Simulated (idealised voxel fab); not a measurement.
process module | voxel lift off
cross-section cut | 300 nm wide | cells 5 nm
A cross-section is a grid of square cells, given in bands from the top down. A band is one or more rows of cells.
Each band's line starts with the height of the band's top and of its bottom, in nm. Then come its materials from left to right, each with its width in nm. One material with "throughout" fills the band from edge to edge. "air" is empty space.
Height 0 is the level under which the wafer as received is all one material. The lowest band goes on downwards, as in "0 down".
A width such as "30 to 40" changes by the same amount from each row of cells to the next, from the band's top row to its bottom row.
"no change" after a step means that no cell of the cross-section changed.
closed voids: empty space of 8 cells or more with no open way to the top, each as width x height at its distance from the left edge, in nm
after a step's settings: what the simulator itself notes on the step
overlay nm, on a step with a mask: how far to the right of its planned place the mask lay; to the left if negative
plan
1 op RECEIVE | material Si
2 op CONFORMAL_DEP | material Al2O3 | thk nm 10
3 op PATTERN | tone open | mask id LINES | material resist | width nm 20 | pitch nm 35 | thk nm 30 | overlay nm 0
4 op DIRECTIONAL_DEP | material Ru | thk nm 15
5 op STRIP | etch materials resist
6 op CONFORMAL_DEP | material SiCN | thk nm 10
as received, after step 1
  0 down: Si throughout
  closed voids: none
first wafer at the end, as planned
  35 to 25: air 110 | SiCN 75 | air 115
  25 to 20: air 110 | SiCN 10 | Ru 20 | SiCN 15 | Ru 20 | SiCN 10 | air 115
  20 to 10: SiCN 120 | Ru 20 | SiCN 15 | Ru 20 | SiCN 125
  10 to 0: Al2O3 throughout
  0 down: Si throughout
  closed voids: none
second wafer at the end: like start, like plan, one mistake
  25 to 15: air 110 | SiCN 75 | air 115
  15 to 10: air 110 | SiCN 10 | Ru 20 | SiCN 15 | Ru 20 | SiCN 10 | air 115
  10 to 0: SiCN 120 | Ru 20 | SiCN 15 | Ru 20 | SiCN 125
  0 down: Si throughout
  closed voids: none
what went wrong: step 2 was left out
at the end the second wafer has, in cells: 120 fewer of Al2O3
